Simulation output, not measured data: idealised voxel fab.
Herein follows the process module entitled voxel capacitor over wiring.
The figure presents cross-section cut, which has a width of 225 nm and is divided into square cells with an edge length of 5 nm.
Notation: cross-section as square-cell grid; stated in bands, top first, going down; one or more cell rows per band.
Top height, bottom height, nm. Materials left to right, width each, nm. Single material + "throughout" = fills band edge to edge. "blank" = empty.
Measure heights from 0. That's the level where, below it, the as-received wafer is all one material. The lowest band is bottomless and extends downward; write it as in "0 and below".
When a width is written as two numbers, as in "30..40", the first number is the width in the top row of cells of the band and the second is the width in its bottom row, and the width changes by the same amount from each row to the next.
"no change" means the step left every cell of the cross-section as it was.
The label "Enclosed void entries" introduces a list of the empty spaces, 8 cells or larger, that have no open way up to the top; each entry in it reads width x height at distance, where the distance is taken from the left edge and all three are stated in nm.
after a step's settings: what the simulator itself notes on the step
If you see "overlay nm" on a step's line and that step has a mask, it's telling you how far right of where it was planned the mask ended up; a negative number means it went left instead.

Planned process steps
| 1 | RECEIVE,material Si |
| 2 | CONFORMAL_DEP,material SiO2,thk nm 10 |
| 3 | DIRECTIONAL_DEP,material TiN,thk nm 5 |
| 4 | DIRECTIONAL_DEP,material W,thk nm 25 |
| 5 | DIRECTIONAL_DEP,material aC,thk nm 15 |
| 6 | PATTERN,tone cover,mask id METAL_1,material resist,width nm 20,pitch nm 90,thk nm 30,overlay nm 0 |
| 7 | DIRECTIONAL_ETCH,etch materials aC,depth nm 15 |
| 8 | STRIP,etch materials resist |
| 9 | DIRECTIONAL_ETCH,etch materials W,depth nm 25 |
| 10 | DIRECTIONAL_ETCH,etch materials TiN,depth nm 5 |
| 11 | STRIP,etch materials aC |
| 12 | FILL_DEP,material lowk,thk nm 5 |
| 13 | CMP,height nm 40 |
| 14 | CONFORMAL_DEP,material SiCN,thk nm 5 |
| 15 | DIRECTIONAL_DEP,material SiO2,thk nm 15 |
| 16 | DIRECTIONAL_DEP,material aC,thk nm 15 |
| 17 | PATTERN,tone open,mask id PLUG_1,material resist,width nm 15,thk nm 35,overlay nm 0 |
| 18 | DIRECTIONAL_ETCH,etch materials aC,depth nm 15 |
| 19 | STRIP,etch materials resist |
| 20 | DIRECTIONAL_ETCH,etch materials SiO2,depth nm 15 |
| 21 | DIRECTIONAL_ETCH,etch materials SiCN,depth nm 5 |
| 22 | STRIP,etch materials aC |
| 23 | EPI,material Ru,thk nm 10 |
| 24 | EPI,material Ru,thk nm 10 |
| 25 | DIRECTIONAL_DEP,material TiN,thk nm 10 |
| 26 | DIRECTIONAL_DEP,material Al2O3,thk nm 5 |
| 27 | DIRECTIONAL_DEP,material TiN,thk nm 5 |
| 28 | DIRECTIONAL_DEP,material aC,thk nm 15 |
| 29 | PATTERN,tone cover,mask id UPPER_PLATE,material resist,width nm 75,thk nm 35,overlay nm 0 |
| 30 | DIRECTIONAL_ETCH,etch materials aC,depth nm 15 |
| 31 | STRIP,etch materials resist |
| 32 | DIRECTIONAL_ETCH,etch materials TiN,depth nm 5 |
| 33 | DIRECTIONAL_ETCH,etch materials Al2O3,depth nm 5 |
| 34 | STRIP,etch materials aC |
| 35 | PATTERN,tone cover,mask id LOWER_PLATE,material resist,width nm 85,thk nm 15,overlay nm 0 |
| 36 | DIRECTIONAL_ETCH,etch materials TiN,depth nm 10 |
| 37 | STRIP,etch materials resist |
| 38 | FILL_DEP,material SiO2,thk nm 15 |
| 39 | CMP,height nm 90 |
| 40 | MASKED_ETCH,tone open,mask id PLUG_2,width nm 15,etch materials SiO2,depth nm 10,overlay nm 0 |
| 41 | CONFORMAL_DEP,material TiN,thk nm 5 |
| 42 | FILL_DEP,material Ru,thk nm 5 |
| 43 | CMP,height nm 90 |
| 44 | CONFORMAL_DEP,material SiCN,thk nm 5 |

The first wafer of two, processed as planned

Cross-section: wafer on arrival = after step 1
* 0 and below  Si throughout
* Enclosed void entries: none

Wafer xsec, post step 2
* 10 down to 0  SiO2 throughout
* Under 0: no change, same as before.

Wafer xsec, post step 3
* 15 down to 10  TiN throughout
* Under 10: no change, same as before.

Wafer xsec, post step 4
* 40 down to 15  W throughout
* Under 15: no change, same as before.

Wafer xsec, post step 5
* 55 down to 40  aC throughout
* Under 40: no change, same as before.

Wafer xsec, post step 6
* 85 down to 55  55 nm blank  20 nm resist  70 nm blank  20 nm resist  60 nm blank
* Under 55: no change, same as before.

Wafer xsec, post step 7
* 70 down to 55  55 nm blank  20 nm resist  70 nm blank  20 nm resist  60 nm blank
* 55 down to 40  55 nm blank  20 nm aC  70 nm blank  20 nm aC  60 nm blank
* Under 40: no change, same as before.

Wafer xsec, post step 8
* 55 down to 40  55 nm blank  20 nm aC  70 nm blank  20 nm aC  60 nm blank
* Under 40: no change, same as before.

Wafer xsec, post step 9
* 55 down to 40  55 nm blank  20 nm aC  70 nm blank  20 nm aC  60 nm blank
* 40 down to 15  55 nm blank  20 nm W  70 nm blank  20 nm W  60 nm blank
* Under 15: no change, same as before.

Wafer xsec, post step 10
* 55 down to 40  55 nm blank  20 nm aC  70 nm blank  20 nm aC  60 nm blank
* 40 down to 15  55 nm blank  20 nm W  70 nm blank  20 nm W  60 nm blank
* 15 down to 10  55 nm blank  20 nm TiN  70 nm blank  20 nm TiN  60 nm blank
* Under 10: no change, same as before.

Wafer xsec, post step 11
* 40 down to 15  55 nm blank  20 nm W  70 nm blank  20 nm W  60 nm blank
* Under 15: no change, same as before.

Wafer xsec, post step 12
* 45 down to 40  lowk throughout
* 40 down to 15  55 nm lowk  20 nm W  70 nm lowk  20 nm W  60 nm lowk
* 15 down to 10  55 nm lowk  20 nm TiN  70 nm lowk  20 nm TiN  60 nm lowk
* Under 10: no change, same as before.

Wafer xsec, post step 13
* 40 down to 15  55 nm lowk  20 nm W  70 nm lowk  20 nm W  60 nm lowk
* Under 15: no change, same as before.

Wafer xsec, post step 14
* 45 down to 40  SiCN throughout
* Under 40: no change, same as before.

Wafer xsec, post step 15
* 60 down to 45  SiO2 throughout
* Under 45: no change, same as before.

Wafer xsec, post step 16
* 75 down to 60  aC throughout
* Under 60: no change, same as before.

Wafer xsec, post step 17
* 110 down to 75  60 nm resist  15 nm blank  150 nm resist
* Under 75: no change, same as before.

Wafer xsec, post step 18
* 95 down to 75  60 nm resist  15 nm blank  150 nm resist
* 75 down to 60  60 nm aC  15 nm blank  150 nm aC
* Under 60: no change, same as before.

Wafer xsec, post step 19
* 75 down to 60  60 nm aC  15 nm blank  150 nm aC
* Under 60: no change, same as before.

Wafer xsec, post step 20
* 75 down to 60  60 nm aC  15 nm blank  150 nm aC
* 60 down to 45  60 nm SiO2  15 nm blank  150 nm SiO2
* Under 45: no change, same as before.

Wafer xsec, post step 21
* 75 down to 60  60 nm aC  15 nm blank  150 nm aC
* 60 down to 45  60 nm SiO2  15 nm blank  150 nm SiO2
* 45 down to 40  60 nm SiCN  15 nm blank  150 nm SiCN
* Under 40: no change, same as before.

Wafer xsec, post step 22
* 60 down to 45  60 nm SiO2  15 nm blank  150 nm SiO2
* Under 45: no change, same as before.

Wafer xsec, post step 23
* 60 down to 50  60 nm SiO2  15 nm blank  150 nm SiO2
* 50 down to 45  60 nm SiO2  15 nm Ru  150 nm SiO2
* 45 down to 40  60 nm SiCN  15 nm Ru  150 nm SiCN
* Under 40: no change, same as before.

Wafer xsec, post step 24
* 60 down to 45  60 nm SiO2  15 nm Ru  150 nm SiO2
* Under 45: no change, same as before.

Wafer xsec, post step 25
* 70 down to 60  TiN throughout
* Under 60: no change, same as before.

Wafer xsec, post step 26
* 75 down to 70  Al2O3 throughout
* Under 70: no change, same as before.

Wafer xsec, post step 27
* 80 down to 75  TiN throughout
* Under 75: no change, same as before.

Wafer xsec, post step 28
* 95 down to 80  aC throughout
* Under 80: no change, same as before.

Wafer xsec, post step 29
* 130 down to 95  60 nm blank  75 nm resist  90 nm blank
* Under 95: no change, same as before.

Wafer xsec, post step 30
* 115 down to 95  60 nm blank  75 nm resist  90 nm blank
* 95 down to 80  60 nm blank  75 nm aC  90 nm blank
* Under 80: no change, same as before.

Wafer xsec, post step 31
* 95 down to 80  60 nm blank  75 nm aC  90 nm blank
* Under 80: no change, same as before.

Wafer xsec, post step 32
* 95 down to 80  60 nm blank  75 nm aC  90 nm blank
* 80 down to 75  60 nm blank  75 nm TiN  90 nm blank
* Under 75: no change, same as before.

Wafer xsec, post step 33
* 95 down to 80  60 nm blank  75 nm aC  90 nm blank
* 80 down to 75  60 nm blank  75 nm TiN  90 nm blank
* 75 down to 70  60 nm blank  75 nm Al2O3  90 nm blank
* Under 70: no change, same as before.

Wafer xsec, post step 34
* 80 down to 75  60 nm blank  75 nm TiN  90 nm blank
* Under 75: no change, same as before.

Wafer xsec, post step 35
* 95 down to 80  55 nm blank  85 nm resist  85 nm blank
* 80 down to 75  55 nm blank  5 nm resist  75 nm TiN  5 nm resist  85 nm blank
* 75 down to 70  55 nm blank  5 nm resist  75 nm Al2O3  5 nm resist  85 nm blank
* Under 70: no change, same as before.

Wafer xsec, post step 36
* 95 down to 80  55 nm blank  85 nm resist  85 nm blank
* 80 down to 75  55 nm blank  5 nm resist  75 nm TiN  5 nm resist  85 nm blank
* 75 down to 70  55 nm blank  5 nm resist  75 nm Al2O3  5 nm resist  85 nm blank
* 70 down to 60  55 nm blank  85 nm TiN  85 nm blank
* Under 60: no change, same as before.

Wafer xsec, post step 37
* 80 down to 75  60 nm blank  75 nm TiN  90 nm blank
* 75 down to 70  60 nm blank  75 nm Al2O3  90 nm blank
* Under 70: no change, same as before.

Wafer xsec, post step 38
* 95 down to 80  SiO2 throughout
* 80 down to 75  60 nm SiO2  75 nm TiN  90 nm SiO2
* 75 down to 70  60 nm SiO2  75 nm Al2O3  90 nm SiO2
* 70 down to 60  55 nm SiO2  85 nm TiN  85 nm SiO2
* Under 60: no change, same as before.

Wafer xsec, post step 39
* 90 down to 80  SiO2 throughout
* Under 80: no change, same as before.

Wafer xsec, post step 40
* 90 down to 80  70 nm SiO2  15 nm blank  140 nm SiO2
* Under 80: no change, same as before.

Wafer xsec, post step 41
* 95 down to 90  75 nm TiN  5 nm blank  145 nm TiN
* 90 down to 85  70 nm SiO2  5 nm TiN  5 nm blank  5 nm TiN  140 nm SiO2
* 85 down to 75  70..60 nm SiO2  15..75 nm TiN  140..90 nm SiO2
* Under 75: no change, same as before.

Wafer xsec, post step 42
* 100 down to 95  Ru throughout
* 95 down to 90  75 nm TiN  5 nm Ru  145 nm TiN
* 90 down to 85  70 nm SiO2  5 nm TiN  5 nm Ru  5 nm TiN  140 nm SiO2
* Under 85: no change, same as before.

Wafer xsec, post step 43
* 90 down to 85  70 nm SiO2  5 nm TiN  5 nm Ru  5 nm TiN  140 nm SiO2
* Under 85: no change, same as before.

Wafer xsec, post step 44
* 95 down to 90  SiCN throughout
* Under 90: no change, same as before.

Wafer two of two - same starting point, same process plan, one mistake in execution; matches wafer one up to and including step 14

Cross-section: second wafer, time at which step 15 was scheduled to end
* 60 down to 45  TiN throughout
* Under 45: no change, same as before.

Cross-section: second wafer, time at which step 16 was scheduled to end
* 75 down to 60  aC throughout
* Under 60: no change, same as before.

Cross-section: second wafer, time at which step 17 was scheduled to end
* 110 down to 75  60 nm resist  15 nm blank  150 nm resist
* Under 75: no change, same as before.

Cross-section: second wafer, time at which step 18 was scheduled to end
* 95 down to 75  60 nm resist  15 nm blank  150 nm resist
* 75 down to 60  60 nm aC  15 nm blank  150 nm aC
* Under 60: no change, same as before.

Cross-section: second wafer, time at which step 19 was scheduled to end
* 75 down to 60  60 nm aC  15 nm blank  150 nm aC
* Under 60: no change, same as before.

Cross-section: second wafer, time at which step 20 was scheduled to end: no change

Cross-section: second wafer, time at which step 21 was scheduled to end: no change

Cross-section: second wafer, time at which step 22 was scheduled to end
* 60 down to 45  TiN throughout
* Under 45: no change, same as before.

Cross-section: second wafer, time at which step 23 was scheduled to end
* 70 down to 60  Ru throughout
* Under 60: no change, same as before.

Cross-section: second wafer, time at which step 24 was scheduled to end
* 80 down to 60  Ru throughout
* Under 60: no change, same as before.

Cross-section: second wafer, time at which step 25 was scheduled to end
* 90 down to 80  TiN throughout
* Under 80: no change, same as before.

Cross-section: second wafer, time at which step 26 was scheduled to end
* 95 down to 90  Al2O3 throughout
* Under 90: no change, same as before.

Cross-section: second wafer, time at which step 27 was scheduled to end
* 100 down to 95  TiN throughout
* Under 95: no change, same as before.

Cross-section: second wafer, time at which step 28 was scheduled to end
* 115 down to 100  aC throughout
* Under 100: no change, same as before.

Cross-section: second wafer, time at which step 29 was scheduled to end
* 150 down to 115  60 nm blank  75 nm resist  90 nm blank
* Under 115: no change, same as before.

Cross-section: second wafer, time at which step 30 was scheduled to end
* 135 down to 115  60 nm blank  75 nm resist  90 nm blank
* 115 down to 100  60 nm blank  75 nm aC  90 nm blank
* Under 100: no change, same as before.

Cross-section: second wafer, time at which step 31 was scheduled to end
* 115 down to 100  60 nm blank  75 nm aC  90 nm blank
* Under 100: no change, same as before.

Cross-section: second wafer, time at which step 32 was scheduled to end
* 115 down to 100  60 nm blank  75 nm aC  90 nm blank
* 100 down to 95  60 nm blank  75 nm TiN  90 nm blank
* Under 95: no change, same as before.

Cross-section: second wafer, time at which step 33 was scheduled to end
* 115 down to 100  60 nm blank  75 nm aC  90 nm blank
* 100 down to 95  60 nm blank  75 nm TiN  90 nm blank
* 95 down to 90  60 nm blank  75 nm Al2O3  90 nm blank
* Under 90: no change, same as before.

Cross-section: second wafer, time at which step 34 was scheduled to end
* 100 down to 95  60 nm blank  75 nm TiN  90 nm blank
* Under 95: no change, same as before.

Cross-section: second wafer, time at which step 35 was scheduled to end
* 115 down to 100  55 nm blank  85 nm resist  85 nm blank
* 100 down to 95  55 nm blank  5 nm resist  75 nm TiN  5 nm resist  85 nm blank
* 95 down to 90  55 nm blank  5 nm resist  75 nm Al2O3  5 nm resist  85 nm blank
* Under 90: no change, same as before.

Cross-section: second wafer, time at which step 36 was scheduled to end
* 115 down to 100  55 nm blank  85 nm resist  85 nm blank
* 100 down to 95  55 nm blank  5 nm resist  75 nm TiN  5 nm resist  85 nm blank
* 95 down to 90  55 nm blank  5 nm resist  75 nm Al2O3  5 nm resist  85 nm blank
* 90 down to 80  55 nm blank  85 nm TiN  85 nm blank
* Under 80: no change, same as before.

Cross-section: second wafer, time at which step 37 was scheduled to end
* 100 down to 95  60 nm blank  75 nm TiN  90 nm blank
* 95 down to 90  60 nm blank  75 nm Al2O3  90 nm blank
* Under 90: no change, same as before.

Cross-section: second wafer, time at which step 38 was scheduled to end
* 115 down to 100  SiO2 throughout
* 100 down to 95  60 nm SiO2  75 nm TiN  90 nm SiO2
* 95 down to 90  60 nm SiO2  75 nm Al2O3  90 nm SiO2
* 90 down to 80  55 nm SiO2  85 nm TiN  85 nm SiO2
* Under 80: no change, same as before.

Cross-section: second wafer, time at which step 39 was scheduled to end
* 90 down to 80  55 nm SiO2  85 nm TiN  85 nm SiO2
* Under 80: no change, same as before.

Cross-section: second wafer, time at which step 40 was scheduled to end: no change

Cross-section: second wafer, time at which step 41 was scheduled to end
* 95 down to 90  TiN throughout
* Under 90: no change, same as before.

Cross-section: second wafer, time at which step 42 was scheduled to end
* 100 down to 95  Ru throughout
* Under 95: no change, same as before.

Cross-section: second wafer, time at which step 43 was scheduled to end
* 90 down to 80  55 nm SiO2  85 nm TiN  85 nm SiO2
* Under 80: no change, same as before.

Cross-section: second wafer, time at which step 44 was scheduled to end
* 95 down to 90  SiCN throughout
* Under 90: no change, same as before.
Deviation from plan: so step 15 ended up running with a different setting than we planned, it ran as DIRECTIONAL_DEP,material TiN,thk nm 15
Final tally in cells, some materials are higher or lower on the second wafer than on the first: -15 Al2O3; +167 Ru; +3 SiCN; -270 SiO2; +115 TiN
